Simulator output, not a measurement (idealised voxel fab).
Process module in this document: voxel wiring stack
Shown is cross-section cut, with a width of 195 nm and square cells of size 5 nm.
Notation: cross-section as square-cell grid; stated in bands, top first, going down; one or more cell rows per band. What a band's entry tells you: where the top is and where the bottom is, as heights in nm, and after that what lies inside, material by material from left to right, each with its width in nm. Empty space is written as the word "blank", and a single material marked with the word "throughout" occupies the band from edge to edge. Where do heights start? At 0: under that level the wafer as delivered is made of one material only. And the lowest band has no floor; it just carries on downward, as in "top 0, no bottom". You'd read "30 to 40" like this: the band's top row of cells is as wide as the first number, its bottom row is as wide as the second, and going down, every row changes width by the same amount as the row before did. It should be understood that the words "changes: none", when stated for a given step, signify that the cross-section underwent no change in any of its cells during that step. Basically, "Closed void entries" tells you about the enclosed voids: empty spaces with no open way to the top, 8 cells or bigger, each written width x height at distance, where distance is from the left edge, all in nm. Where a step's line continues beyond its settings, the continuation is a remark by the simulator itself on that step. If you see "overlay nm" on a step's line and that step has a mask, it's telling you how far right of where it was planned the mask ended up; a negative number means it went left instead.

[Process steps foreseen in the plan]
| 1 | RECEIVE with material Si |
| 2 | CONFORMAL_DEP with material SiO2, thk nm 15 |
| 3 | CONFORMAL_DEP with material SiN, thk nm 5 |
| 4 | DIRECTIONAL_DEP with material lowk, thk nm 15 |
| 5 | PATTERN with tone open, mask id METAL_1, material resist, width nm 30, pitch nm 45, thk nm 15, overlay nm 0 |
| 6 | DIRECTIONAL_ETCH with etch materials lowk, depth nm 15 |
| 7 | DIRECTIONAL_ETCH with etch materials SiN, depth nm 5 |
| 8 | STRIP with etch materials resist |
| 9 | CONFORMAL_DEP with material TiN, thk nm 5 |
| 10 | FILL_DEP with material Cu, thk nm 10 |
| 11 | CMP with height nm 35 |
| 12 | EPI with material Ru, thk nm 5 |
| 13 | FILL_DEP with material SiCN, thk nm 5 |
| 14 | DIRECTIONAL_DEP with material lowk, thk nm 15 |
| 15 | PATTERN with tone open, mask id PLUG_1, material resist, width nm 15, pitch nm 45, thk nm 15, overlay nm 0 |
| 16 | DIRECTIONAL_ETCH with etch materials lowk, depth nm 15 |
| 17 | DIRECTIONAL_ETCH with etch materials SiCN, depth nm 5 |
| 18 | STRIP with etch materials resist |
| 19 | EPI with material Ru, thk nm 10 |
| 20 | EPI with material Ru, thk nm 10 |
| 21 | DIRECTIONAL_DEP with material TiN, thk nm 5 |
| 22 | DIRECTIONAL_DEP with material Ru, thk nm 20 |
| 23 | MASKED_ETCH with tone cover, mask id METAL_2, width nm 30, pitch nm 45, etch materials Ru, depth nm 20, overlay nm 0 |
| 24 | MASKED_ETCH with tone cover, mask id METAL_2, width nm 30, pitch nm 45, etch materials TiN, depth nm 5, overlay nm 0 |
| 25 | FILL_DEP with material SiO2, thk nm 5 |
| 26 | CMP with height nm 85 |
| 27 | CONFORMAL_DEP with material SiCN, thk nm 5 |
| 28 | DIRECTIONAL_DEP with material SiO2, thk nm 30 |
| 29 | PATTERN with tone open, mask id METAL_3, material resist, width nm 30, pitch nm 45, thk nm 15, overlay nm 0 |
| 30 | DIRECTIONAL_ETCH with etch materials SiO2, depth nm 20 |
| 31 | STRIP with etch materials resist |
| 32 | PATTERN with tone open, mask id METAL_3_HOLES, material resist, width nm 15, pitch nm 90, thk nm 15, overlay nm 0 |
| 33 | DIRECTIONAL_ETCH with etch materials SiO2, depth nm 10 |
| 34 | DIRECTIONAL_ETCH with etch materials SiCN, depth nm 5 |
| 35 | STRIP with etch materials resist |
| 36 | CONFORMAL_DEP with material TiN, thk nm 5 |
| 37 | FILL_DEP with material Cu, thk nm 10 |
| 38 | CMP with height nm 120 |
| 39 | CONFORMAL_DEP with material SiCN, thk nm 5 |
It is noted that the wafers described herein are identical at the outset and are distinguished by the overlay nm of step 32; the value stated in the plan corresponds to the first wafer.

[The first of several wafers, as received after step 1, seen in section]
> top 0, no bottom | Si throughout
> Closed void entries: none

[First wafer of several, cross-section, module end, after step 39 (last)]
> top 125, bottom 120 | SiCN throughout
> top 120, bottom 105 | SiO2: 15; TiN: 5; Cu: 20; TiN: 5; SiO2: 15; TiN: 5; Cu: 20; TiN: 5; SiO2: 15; TiN: 5; Cu: 20; TiN: 5; SiO2: 15; TiN: 5; Cu: 20; TiN: 5; SiO2: 15
> top 105, bottom 100 | SiO2: 15; TiN: 5; Cu: 5; TiN: 20; SiO2: 15; TiN: 30; SiO2: 15; TiN: 5; Cu: 5; TiN: 20; SiO2: 15; TiN: 30; SiO2: 15
> top 100, bottom 90 | SiO2: 15; TiN: 5; Cu: 5; TiN: 5; SiO2: 75; TiN: 5; Cu: 5; TiN: 5; SiO2: 75
> top 90, bottom 85 | SiCN: 15; TiN: 15; SiCN: 75; TiN: 15; SiCN: 75
> top 85, bottom 65 | SiO2: 15; Ru: 30; SiO2: 15; Ru: 30; SiO2: 15; Ru: 30; SiO2: 15; Ru: 30; SiO2: 15
> top 65, bottom 60 | SiO2: 15; TiN: 30; SiO2: 15; TiN: 30; SiO2: 15; TiN: 30; SiO2: 15; TiN: 30; SiO2: 15
> top 60, bottom 45 | lowk: 15; Ru: 15; lowk: 30; Ru: 15; lowk: 30; Ru: 15; lowk: 30; Ru: 15; lowk: 30
> top 45, bottom 35 | SiCN: 15 to 10; Ru: 15 to 40; SiCN: 30 to 5; Ru: 15 to 40; SiCN: 30 to 5; Ru: 15 to 40; SiCN: 30 to 5; Ru: 15 to 40; SiCN: 30 to 10
> top 35, bottom 20 | lowk: 15; TiN: 5; Cu: 20; TiN: 5; lowk: 15; TiN: 5; Cu: 20; TiN: 5; lowk: 15; TiN: 5; Cu: 20; TiN: 5; lowk: 15; TiN: 5; Cu: 20; TiN: 5; lowk: 15
> top 20, bottom 15 | SiN: 15; TiN: 30; SiN: 15; TiN: 30; SiN: 15; TiN: 30; SiN: 15; TiN: 30; SiN: 15
> top 15, bottom 0 | SiO2 throughout
> top 0, no bottom | Si throughout
> Closed void entries: none

[Last wafer of the set, cross-sectioned at end of module]
> top 125, bottom 120 | SiCN throughout
> top 120, bottom 105 | SiO2: 15; TiN: 5; Cu: 20; TiN: 5; SiO2: 15; TiN: 5; Cu: 20; TiN: 5; SiO2: 15; TiN: 5; Cu: 20; TiN: 5; SiO2: 15; TiN: 5; Cu: 20; TiN: 5; SiO2: 15
> top 105, bottom 100 | SiO2: 15; TiN: 20; Cu: 5; TiN: 5; SiO2: 15; TiN: 30; SiO2: 15; TiN: 20; Cu: 5; TiN: 5; SiO2: 15; TiN: 30; SiO2: 15
> top 100, bottom 90 | SiO2: 30; TiN: 5; Cu: 5; TiN: 5; SiO2: 75; TiN: 5; Cu: 5; TiN: 5; SiO2: 60
> top 90, bottom 85 | SiCN: 30; TiN: 15; SiCN: 75; TiN: 15; SiCN: 60
> top 85, bottom 65 | SiO2: 15; Ru: 30; SiO2: 15; Ru: 30; SiO2: 15; Ru: 30; SiO2: 15; Ru: 30; SiO2: 15
> top 65, bottom 60 | SiO2: 15; TiN: 30; SiO2: 15; TiN: 30; SiO2: 15; TiN: 30; SiO2: 15; TiN: 30; SiO2: 15
> top 60, bottom 45 | lowk: 15; Ru: 15; lowk: 30; Ru: 15; lowk: 30; Ru: 15; lowk: 30; Ru: 15; lowk: 30
> top 45, bottom 35 | SiCN: 15 to 10; Ru: 15 to 40; SiCN: 30 to 5; Ru: 15 to 40; SiCN: 30 to 5; Ru: 15 to 40; SiCN: 30 to 5; Ru: 15 to 40; SiCN: 30 to 10
> top 35, bottom 20 | lowk: 15; TiN: 5; Cu: 20; TiN: 5; lowk: 15; TiN: 5; Cu: 20; TiN: 5; lowk: 15; TiN: 5; Cu: 20; TiN: 5; lowk: 15; TiN: 5; Cu: 20; TiN: 5; lowk: 15
> top 20, bottom 15 | SiN: 15; TiN: 30; SiN: 15; TiN: 30; SiN: 15; TiN: 30; SiN: 15; TiN: 30; SiN: 15
> top 15, bottom 0 | SiO2 throughout
> top 0, no bottom | Si throughout
> Closed void entries: none

[Below is a per-wafer table. In it, each row describes the wafer at the end of the module by giving, for each material, the number of cells gained (+) or lost (-) since the wafer was received, and after that the closed voids of the wafer]
overlay nm 0; +102 Cu; +176 Ru; +106 SiCN; +15 SiN; +318 SiO2; +132 TiN; +126 lowk; Closed void entries: none
overlay nm 5; +102 Cu; +176 Ru; +106 SiCN; +15 SiN; +318 SiO2; +132 TiN; +126 lowk; Closed void entries: none
overlay nm 10; +102 Cu; +176 Ru; +106 SiCN; +15 SiN; +318 SiO2; +132 TiN; +126 lowk; Closed void entries: none
overlay nm 15; +102 Cu; +176 Ru; +106 SiCN; +15 SiN; +318 SiO2; +132 TiN; +126 lowk; Closed void entries: none
